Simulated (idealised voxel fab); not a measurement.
process module | voxel transistor to metal
It is cross-section cut that appears here, measuring 160 nm in width, its square cells being 5 nm in size.
We lay out every cross-section as a grid of square cells and spell it out in bands from the top down, where one band means one or more rows of cells.
Read a band's entry like this: the first values are the height of its top and the height of its bottom in nm, and what follows is the sequence of materials from left to right, each with its width in nm. Note that "air" is empty space, and that a single material marked "all across" reaches across the band from edge to edge.
Heights are measured from 0, the level below which the as-received wafer is all one material; the lowest band has no bottom and continues downward, written as in "0 down".
When a width is written as two numbers, as in "30..40", the first number is the width in the top row of cells of the band and the second is the width in its bottom row, and the width changes by the same amount from each row to the next.
You'll sometimes find "nothing was modified" written for a step, and that's the way of saying that nowhere in the cross-section did a cell change during that step.
In "Enclosed cavities" the enclosed voids are listed, meaning empty spaces of 8 cells or larger without any opening to the top. The form is width x height at distance, distance from the left edge, units nm.
On each step's line, the part that comes after the settings is the simulator's own comment on the step.
overlay nm: for a step with a mask, the amount by which the mask lay right of where it was planned; a negative amount means left of it.
Process steps (planned)
- 1: RECEIVE, material Si
- 2: OXIDIZE, depth nm 5
- 3: CONFORMAL_DEP, material SiN, thk nm 10
- 4: MASKED_ETCH, tone cover, mask id ACTIVE, width nm 100, etch materials SiN, depth nm 10, overlay nm 0
- 5: MASKED_ETCH, tone cover, mask id ACTIVE, width nm 100, etch materials SiO2, depth nm 5, overlay nm 0
- 6: MASKED_ETCH, tone cover, mask id ACTIVE, width nm 100, etch materials Si, depth nm 25, overlay nm 0
- 7: OXIDIZE, depth nm 5
- 8: FILL_DEP, material SiO2, thk nm 15
- 9: CMP, height nm 10
- 10: SELECTIVE_ETCH, etch materials SiO2, depth nm 5
- 11: STRIP, etch materials SiN
- 12: SELECTIVE_ETCH, etch materials SiO2, depth nm 5
- 13: OXIDIZE, depth nm 5
- 14: DIRECTIONAL_DEP, material polySi, thk nm 30
- 15: DIRECTIONAL_DEP, material SiCN, thk nm 10
- 16: MASKED_ETCH, tone cover, mask id GATE, width nm 20, etch materials SiCN, depth nm 20, overlay nm 0
- 17: MASKED_ETCH, tone cover, mask id GATE, width nm 20, etch materials polySi, depth nm 40, overlay nm 0
- 18: CONFORMAL_DEP, material SiN, thk nm 5
- 19: DIRECTIONAL_ETCH, etch materials SiN, depth nm 5
- 20: DIRECTIONAL_ETCH, etch materials SiO2, depth nm 5
- 21: EPI, material pSi, thk nm 5
- 22: FILL_DEP, material SiO2, thk nm 10
- 23: CMP, height nm 35
- 24: DIRECTIONAL_DEP, material SiO2, thk nm 15
- 25: MASKED_ETCH, tone open, mask id CONTACT, width nm 15, pitch nm 75, etch materials SiO2, depth nm 55, overlay nm 0
- 26: CONFORMAL_DEP, material TiN, thk nm 5
- 27: FILL_DEP, material Ru, thk nm 5
- 28: CMP, height nm 50
- 29: CONFORMAL_DEP, material SiCN, thk nm 5
- 30: DIRECTIONAL_DEP, material SiO2, thk nm 25
- 31: PATTERN, tone open, mask id METAL_1, material resist, width nm 15, pitch nm 75, thk nm 15, overlay nm 0
- 32: DIRECTIONAL_ETCH, etch materials SiO2, depth nm 25
- 33: DIRECTIONAL_ETCH, etch materials SiCN, depth nm 5
- 34: STRIP, etch materials resist
- 35: CONFORMAL_DEP, material TiN, thk nm 5
- 36: FILL_DEP, material Ru, thk nm 5
- 37: CMP, height nm 80
- 38: EPI, material Ru, thk nm 5
- 39: FILL_DEP, material SiCN, thk nm 5
First of two wafers, processed according to plan
Cross-section of the wafer as it came to us, i.e., already through step 1
- 0 down: Si all across
- Enclosed cavities: none
Step 2 done - wafer cross-section
- 0 to -5: SiO2 all across
- Rest of section, below -5: as before.
Step 3 done - wafer cross-section
- 10 to 0: SiN all across
- Rest of section, below 0: as before.
Step 4 done - wafer cross-section
- 10 to 0: air=30  SiN=100  air=30
- Rest of section, below 0: as before.
Step 5 done - wafer cross-section
- 10 to 0: air=30  SiN=100  air=30
- 0 to -5: air=30  SiO2=100  air=30
- Rest of section, below -5: as before.
Step 6 done - wafer cross-section
- 10 to 0: air=30  SiN=100  air=30
- 0 to -5: air=30  SiO2=100  air=30
- -5 to -30: air=30  Si=100  air=30
- Rest of section, below -30: as before.
Step 7 done - wafer cross-section
- 10 to 0: air=30  SiN=100  air=30
- 0 to -5: air=30  SiO2=100  air=30
- -5 to -30: air=30  SiO2=5  Si=90  SiO2=5  air=30
- -30 to -35: SiO2=35  Si=90  SiO2=35
- Rest of section, below -35: as before.
Step 8 done - wafer cross-section
- 25 to 10: SiO2 all across
- 10 to 0: SiO2=30  SiN=100  SiO2=30
- 0 to -5: SiO2 all across
- -5 to -35: SiO2=35  Si=90  SiO2=35
- Rest of section, below -35: as before.
Step 9 done - wafer cross-section
- 10 to 0: SiO2=30  SiN=100  SiO2=30
- Rest of section, below 0: as before.
Step 10 done - wafer cross-section
- 10 to 5: air=30  SiN=100  air=30
- Rest of section, below 5: as before.
Step 11 done - wafer cross-section
- 5 to 0: SiO2=30  air=100  SiO2=30
- Rest of section, below 0: as before.
Step 12 done - wafer cross-section
- 0 to -5: SiO2=25  air=110  SiO2=25
- Rest of section, below -5: as before.
Step 13 done - wafer cross-section
- 0 to -5: SiO2=25  air=110  SiO2=25
- -5 to -10: SiO2 all across
- Rest of section, below -10: as before.
Step 14 done - wafer cross-section
- 30 to 25: polySi=25  air=110  polySi=25
- 25 to 0: polySi all across
- 0 to -5: SiO2=25  polySi=110  SiO2=25
- Rest of section, below -5: as before.
Step 15 done - wafer cross-section
- 40 to 35: SiCN=25  air=110  SiCN=25
- 35 to 30: SiCN all across
- 30 to 25: polySi=25  SiCN=110  polySi=25
- Rest of section, below 25: as before.
Step 16 done - wafer cross-section
- 35 to 30: air=70  SiCN=20  air=70
- 30 to 25: polySi=25  air=45  SiCN=20  air=45  polySi=25
- Rest of section, below 25: as before.
Step 17 done - wafer cross-section
- 35 to 25: air=70  SiCN=20  air=70
- 25 to 0: air=70  polySi=20  air=70
- 0 to -5: SiO2=25  air=45  polySi=20  air=45  SiO2=25
- Rest of section, below -5: as before.
Step 18 done - wafer cross-section
- 40 to 35: air=65  SiN=30  air=65
- 35 to 25: air=65  SiN=5  SiCN=20  SiN=5  air=65
- 25 to 5: air=65  SiN=5  polySi=20  SiN=5  air=65
- 5 to 0: SiN=30  air=35  SiN=5  polySi=20  SiN=5  air=35  SiN=30
- 0 to -5: SiO2=25  SiN=45  polySi=20  SiN=45  SiO2=25
- Rest of section, below -5: as before.
Step 19 done - wafer cross-section
- 35 to 25: air=65  SiN=5  SiCN=20  SiN=5  air=65
- 25 to 0: air=65  SiN=5  polySi=20  SiN=5  air=65
- 0 to -5: SiO2=25  SiN=5  air=35  SiN=5  polySi=20  SiN=5  air=35  SiN=5  SiO2=25
- Rest of section, below -5: as before.
Step 20 done - wafer cross-section
- 35 to 25: air=65  SiN=5  SiCN=20  SiN=5  air=65
- 25 to 0: air=65  SiN=5  polySi=20  SiN=5  air=65
- 0 to -5: air=25  SiN=5  air=35  SiN=5  polySi=20  SiN=5  air=35  SiN=5  air=25
- -5 to -10: SiO2=30  air=35  SiO2=30  air=35  SiO2=30
- Rest of section, below -10: as before.
Step 21 done - wafer cross-section
- 35 to 25: air=65  SiN=5  SiCN=20  SiN=5  air=65
- 25 to 0: air=65  SiN=5  polySi=20  SiN=5  air=65
- 0 to -5: air=25  SiN=5  air=35  SiN=5  polySi=20  SiN=5  air=35  SiN=5  air=25
- -5 to -10: SiO2=30  pSi=35  SiO2=30  pSi=35  SiO2=30
- Rest of section, below -10: as before.
Step 22 done - wafer cross-section
- 45 to 35: SiO2 all across
- 35 to 25: SiO2=65  SiN=5  SiCN=20  SiN=5  SiO2=65
- 25 to 0: SiO2=65  SiN=5  polySi=20  SiN=5  SiO2=65
- 0 to -5: SiO2=25  SiN=5  SiO2=35  SiN=5  polySi=20  SiN=5  SiO2=35  SiN=5  SiO2=25
- Rest of section, below -5: as before.
Step 23 done - wafer cross-section
- 35 to 25: SiO2=65  SiN=5  SiCN=20  SiN=5  SiO2=65
- Rest of section, below 25: as before.
Step 24 done - wafer cross-section
- 50 to 35: SiO2 all across
- Rest of section, below 35: as before.
Step 25 done - wafer cross-section
- 50 to 35: SiO2=35  air=15  SiO2=60  air=15  SiO2=35
- 35 to 25: SiO2=35  air=15  SiO2=15  SiN=5  SiCN=20  SiN=5  SiO2=15  air=15  SiO2=35
- 25 to 0: SiO2=35  air=15  SiO2=15  SiN=5  polySi=20  SiN=5  SiO2=15  air=15  SiO2=35
- 0 to -5: SiO2=25  SiN=5  SiO2=5  air=15  SiO2=15  SiN=5  polySi=20  SiN=5  SiO2=15  air=15  SiO2=5  SiN=5  SiO2=25
- Rest of section, below -5: as before.
Step 26 done - wafer cross-section
- 55 to 50: TiN=40  air=5  TiN=70  air=5  TiN=40
- 50 to 35: SiO2=35  TiN=5  air=5  TiN=5  SiO2=60  TiN=5  air=5  TiN=5  SiO2=35
- 35 to 25: SiO2=35  TiN=5  air=5  TiN=5  SiO2=15  SiN=5  SiCN=20  SiN=5  SiO2=15  TiN=5  air=5  TiN=5  SiO2=35
- 25 to 0: SiO2=35  TiN=5  air=5  TiN=5  SiO2=15  SiN=5  polySi=20  SiN=5  SiO2=15  TiN=5  air=5  TiN=5  SiO2=35
- 0 to -5: SiO2=25  SiN=5  SiO2=5  TiN=15  SiO2=15  SiN=5  polySi=20  SiN=5  SiO2=15  TiN=15  SiO2=5  SiN=5  SiO2=25
- Rest of section, below -5: as before.
Step 27 done - wafer cross-section
- 60 to 55: Ru all across
- 55 to 50: TiN=40  Ru=5  TiN=70  Ru=5  TiN=40
- 50 to 35: SiO2=35  TiN=5  Ru=5  TiN=5  SiO2=60  TiN=5  Ru=5  TiN=5  SiO2=35
- 35 to 25: SiO2=35  TiN=5  Ru=5  TiN=5  SiO2=15  SiN=5  SiCN=20  SiN=5  SiO2=15  TiN=5  Ru=5  TiN=5  SiO2=35
- 25 to 0: SiO2=35  TiN=5  Ru=5  TiN=5  SiO2=15  SiN=5  polySi=20  SiN=5  SiO2=15  TiN=5  Ru=5  TiN=5  SiO2=35
- Rest of section, below 0: as before.
Step 28 done - wafer cross-section
- 50 to 35: SiO2=35  TiN=5  Ru=5  TiN=5  SiO2=60  TiN=5  Ru=5  TiN=5  SiO2=35
- Rest of section, below 35: as before.
Step 29 done - wafer cross-section
- 55 to 50: SiCN all across
- Rest of section, below 50: as before.
Step 30 done - wafer cross-section
- 80 to 55: SiO2 all across
- Rest of section, below 55: as before.
Step 31 done - wafer cross-section
- 95 to 80: resist=35  air=15  resist=60  air=15  resist=35
- Rest of section, below 80: as before.
Step 32 done - wafer cross-section
- 95 to 80: resist=35  air=15  resist=60  air=15  resist=35
- 80 to 55: SiO2=35  air=15  SiO2=60  air=15  SiO2=35
- Rest of section, below 55: as before.
Step 33 done - wafer cross-section
- 95 to 80: resist=35  air=15  resist=60  air=15  resist=35
- 80 to 55: SiO2=35  air=15  SiO2=60  air=15  SiO2=35
- 55 to 50: SiCN=35  air=15  SiCN=60  air=15  SiCN=35
- Rest of section, below 50: as before.
Step 34 done - wafer cross-section
- 80 to 55: SiO2=35  air=15  SiO2=60  air=15  SiO2=35
- Rest of section, below 55: as before.
Step 35 done - wafer cross-section
- 85 to 80: TiN=40  air=5  TiN=70  air=5  TiN=40
- 80 to 55: SiO2=35  TiN=5  air=5  TiN=5  SiO2=60  TiN=5  air=5  TiN=5  SiO2=35
- 55 to 50: SiCN=35  TiN=15  SiCN=60  TiN=15  SiCN=35
- Rest of section, below 50: as before.
Step 36 done - wafer cross-section
- 90 to 85: Ru all across
- 85 to 80: TiN=40  Ru=5  TiN=70  Ru=5  TiN=40
- 80 to 55: SiO2=35  TiN=5  Ru=5  TiN=5  SiO2=60  TiN=5  Ru=5  TiN=5  SiO2=35
- Rest of section, below 55: as before.
Step 37 done - wafer cross-section
- 80 to 55: SiO2=35  TiN=5  Ru=5  TiN=5  SiO2=60  TiN=5  Ru=5  TiN=5  SiO2=35
- Rest of section, below 55: as before.
Step 38 done - wafer cross-section
- 85 to 80: air=30  Ru=25  air=50  Ru=25  air=30
- Rest of section, below 80: as before.
Step 39 done - wafer cross-section
- 90 to 85: SiCN all across
- 85 to 80: SiCN=30  Ru=25  SiCN=50  Ru=25  SiCN=30
- Rest of section, below 80: as before.
The second wafer: identical to the first at the outset and in its planned sequence, differing only in that one mistake was made during processing; up to and including step 3, its path is the first wafer's path
Second wafer, sectioned view, at step 4's planned end time
- 10 to 0: SiN=30  air=100  SiN=30
- Rest of section, below 0: as before.
Second wafer, sectioned view, at step 5's planned end time: nothing was modified
Second wafer, sectioned view, at step 6's planned end time: nothing was modified
Second wafer, sectioned view, at step 7's planned end time: nothing was modified
Second wafer, sectioned view, at step 8's planned end time
- 25 to 10: SiO2 all across
- 10 to 0: SiN=30  SiO2=100  SiN=30
- Rest of section, below 0: as before.
Second wafer, sectioned view, at step 9's planned end time
- 10 to 0: SiN=30  SiO2=100  SiN=30
- Rest of section, below 0: as before.
Second wafer, sectioned view, at step 10's planned end time
- 10 to 5: SiN=30  air=100  SiN=30
- Rest of section, below 5: as before.
Second wafer, sectioned view, at step 11's planned end time
- 5 to 0: air=30  SiO2=100  air=30
- Rest of section, below 0: as before.
Second wafer, sectioned view, at step 12's planned end time
- 0 to -5: air=35  SiO2=90  air=35
- Rest of section, below -5: as before.
Second wafer, sectioned view, at step 13's planned end time
- 0 to -5: air=35  SiO2=90  air=35
- -5 to -10: SiO2=40  Si=80  SiO2=40
- Rest of section, below -10: as before.
Second wafer, sectioned view, at step 14's planned end time
- 30 to 25: air=35  polySi=90  air=35
- 25 to 0: polySi all across
- 0 to -5: polySi=35  SiO2=90  polySi=35
- Rest of section, below -5: as before.
Second wafer, sectioned view, at step 15's planned end time
- 40 to 35: air=35  SiCN=90  air=35
- 35 to 30: SiCN all across
- 30 to 25: SiCN=35  polySi=90  SiCN=35
- Rest of section, below 25: as before.
Second wafer, sectioned view, at step 16's planned end time
- 40 to 30: air=70  SiCN=20  air=70
- 30 to 25: air=35  polySi=90  air=35
- Rest of section, below 25: as before.
Second wafer, sectioned view, at step 17's planned end time
- 40 to 30: air=70  SiCN=20  air=70
- 30 to 0: air=70  polySi=20  air=70
- 0 to -5: air=35  SiO2=90  air=35
- Rest of section, below -5: as before.
Second wafer, sectioned view, at step 18's planned end time
- 45 to 40: air=65  SiN=30  air=65
- 40 to 30: air=65  SiN=5  SiCN=20  SiN=5  air=65
- 30 to 5: air=65  SiN=5  polySi=20  SiN=5  air=65
- 5 to 0: air=30  SiN=40  polySi=20  SiN=40  air=30
- 0 to -5: SiN=35  SiO2=90  SiN=35
- Rest of section, below -5: as before.
Second wafer, sectioned view, at step 19's planned end time
- 40 to 30: air=65  SiN=5  SiCN=20  SiN=5  air=65
- 30 to 0: air=65  SiN=5  polySi=20  SiN=5  air=65
- 0 to -5: air=30  SiN=5  SiO2=90  SiN=5  air=30
- Rest of section, below -5: as before.
Second wafer, sectioned view, at step 20's planned end time
- 40 to 30: air=65  SiN=5  SiCN=20  SiN=5  air=65
- 30 to 0: air=65  SiN=5  polySi=20  SiN=5  air=65
- 0 to -5: air=30  SiN=5  air=30  SiO2=30  air=30  SiN=5  air=30
- -5 to -10: air=30  SiO2=10  Si=80  SiO2=10  air=30
- Rest of section, below -10: as before.
Second wafer, sectioned view, at step 21's planned end time
- 40 to 30: air=65  SiN=5  SiCN=20  SiN=5  air=65
- 30 to 0: air=65  SiN=5  polySi=20  SiN=5  air=65
- 0 to -5: air=30  SiN=5  pSi=30  SiO2=30  pSi=30  SiN=5  air=30
- -5 to -10: pSi=30  SiO2=10  Si=80  SiO2=10  pSi=30
- Rest of section, below -10: as before.
Second wafer, sectioned view, at step 22's planned end time
- 50 to 40: SiO2 all across
- 40 to 30: SiO2=65  SiN=5  SiCN=20  SiN=5  SiO2=65
- 30 to 0: SiO2=65  SiN=5  polySi=20  SiN=5  SiO2=65
- 0 to -5: SiO2=30  SiN=5  pSi=30  SiO2=30  pSi=30  SiN=5  SiO2=30
- Rest of section, below -5: as before.
Second wafer, sectioned view, at step 23's planned end time
- 35 to 30: SiO2=65  SiN=5  SiCN=20  SiN=5  SiO2=65
- Rest of section, below 30: as before.
Second wafer, sectioned view, at step 24's planned end time
- 50 to 35: SiO2 all across
- Rest of section, below 35: as before.
Second wafer, sectioned view, at step 25's planned end time
- 50 to 35: SiO2=35  air=15  SiO2=60  air=15  SiO2=35
- 35 to 30: SiO2=35  air=15  SiO2=15  SiN=5  SiCN=20  SiN=5  SiO2=15  air=15  SiO2=35
- 30 to 0: SiO2=35  air=15  SiO2=15  SiN=5  polySi=20  SiN=5  SiO2=15  air=15  SiO2=35
- Rest of section, below 0: as before.
Second wafer, sectioned view, at step 26's planned end time
- 55 to 50: TiN=40  air=5  TiN=70  air=5  TiN=40
- 50 to 35: SiO2=35  TiN=5  air=5  TiN=5  SiO2=60  TiN=5  air=5  TiN=5  SiO2=35
- 35 to 30: SiO2=35  TiN=5  air=5  TiN=5  SiO2=15  SiN=5  SiCN=20  SiN=5  SiO2=15  TiN=5  air=5  TiN=5  SiO2=35
- 30 to 5: SiO2=35  TiN=5  air=5  TiN=5  SiO2=15  SiN=5  polySi=20  SiN=5  SiO2=15  TiN=5  air=5  TiN=5  SiO2=35
- 5 to 0: SiO2=35  TiN=15  SiO2=15  SiN=5  polySi=20  SiN=5  SiO2=15  TiN=15  SiO2=35
- Rest of section, below 0: as before.
Second wafer, sectioned view, at step 27's planned end time
- 60 to 55: Ru all across
- 55 to 50: TiN=40  Ru=5  TiN=70  Ru=5  TiN=40
- 50 to 35: SiO2=35  TiN=5  Ru=5  TiN=5  SiO2=60  TiN=5  Ru=5  TiN=5  SiO2=35
- 35 to 30: SiO2=35  TiN=5  Ru=5  TiN=5  SiO2=15  SiN=5  SiCN=20  SiN=5  SiO2=15  TiN=5  Ru=5  TiN=5  SiO2=35
- 30 to 5: SiO2=35  TiN=5  Ru=5  TiN=5  SiO2=15  SiN=5  polySi=20  SiN=5  SiO2=15  TiN=5  Ru=5  TiN=5  SiO2=35
- Rest of section, below 5: as before.
Second wafer, sectioned view, at step 28's planned end time
- 50 to 35: SiO2=35  TiN=5  Ru=5  TiN=5  SiO2=60  TiN=5  Ru=5  TiN=5  SiO2=35
- Rest of section, below 35: as before.
Second wafer, sectioned view, at step 29's planned end time
- 55 to 50: SiCN all across
- Rest of section, below 50: as before.
Second wafer, sectioned view, at step 30's planned end time
- 80 to 55: SiO2 all across
- Rest of section, below 55: as before.
Second wafer, sectioned view, at step 31's planned end time
- 95 to 80: resist=35  air=15  resist=60  air=15  resist=35
- Rest of section, below 80: as before.
Second wafer, sectioned view, at step 32's planned end time
- 95 to 80: resist=35  air=15  resist=60  air=15  resist=35
- 80 to 55: SiO2=35  air=15  SiO2=60  air=15  SiO2=35
- Rest of section, below 55: as before.
Second wafer, sectioned view, at step 33's planned end time
- 95 to 80: resist=35  air=15  resist=60  air=15  resist=35
- 80 to 55: SiO2=35  air=15  SiO2=60  air=15  SiO2=35
- 55 to 50: SiCN=35  air=15  SiCN=60  air=15  SiCN=35
- Rest of section, below 50: as before.
Second wafer, sectioned view, at step 34's planned end time
- 80 to 55: SiO2=35  air=15  SiO2=60  air=15  SiO2=35
- Rest of section, below 55: as before.
Second wafer, sectioned view, at step 35's planned end time
- 85 to 80: TiN=40  air=5  TiN=70  air=5  TiN=40
- 80 to 55: SiO2=35  TiN=5  air=5  TiN=5  SiO2=60  TiN=5  air=5  TiN=5  SiO2=35
- 55 to 50: SiCN=35  TiN=15  SiCN=60  TiN=15  SiCN=35
- Rest of section, below 50: as before.
Second wafer, sectioned view, at step 36's planned end time
- 90 to 85: Ru all across
- 85 to 80: TiN=40  Ru=5  TiN=70  Ru=5  TiN=40
- 80 to 55: SiO2=35  TiN=5  Ru=5  TiN=5  SiO2=60  TiN=5  Ru=5  TiN=5  SiO2=35
- Rest of section, below 55: as before.
Second wafer, sectioned view, at step 37's planned end time
- 80 to 55: SiO2=35  TiN=5  Ru=5  TiN=5  SiO2=60  TiN=5  Ru=5  TiN=5  SiO2=35
- Rest of section, below 55: as before.
Second wafer, sectioned view, at step 38's planned end time
- 85 to 80: air=30  Ru=25  air=50  Ru=25  air=30
- Rest of section, below 80: as before.
Second wafer, sectioned view, at step 39's planned end time
- 90 to 85: SiCN all across
- 85 to 80: SiCN=30  Ru=25  SiCN=50  Ru=25  SiCN=30
- Rest of section, below 80: as before.
Short version of what went wrong: contrary to plan, step 4 was performed as MASKED_ETCH, tone open, mask id ACTIVE, width nm 100, etch materials SiN, depth nm 10, overlay nm 0
at the end the second wafer has, in cells: Ru: 2 fewer, Si: 86 more, SiCN: 4 fewer, SiN: 2 fewer, SiO2: 84 fewer, TiN: 4 fewer, pSi: 10 more
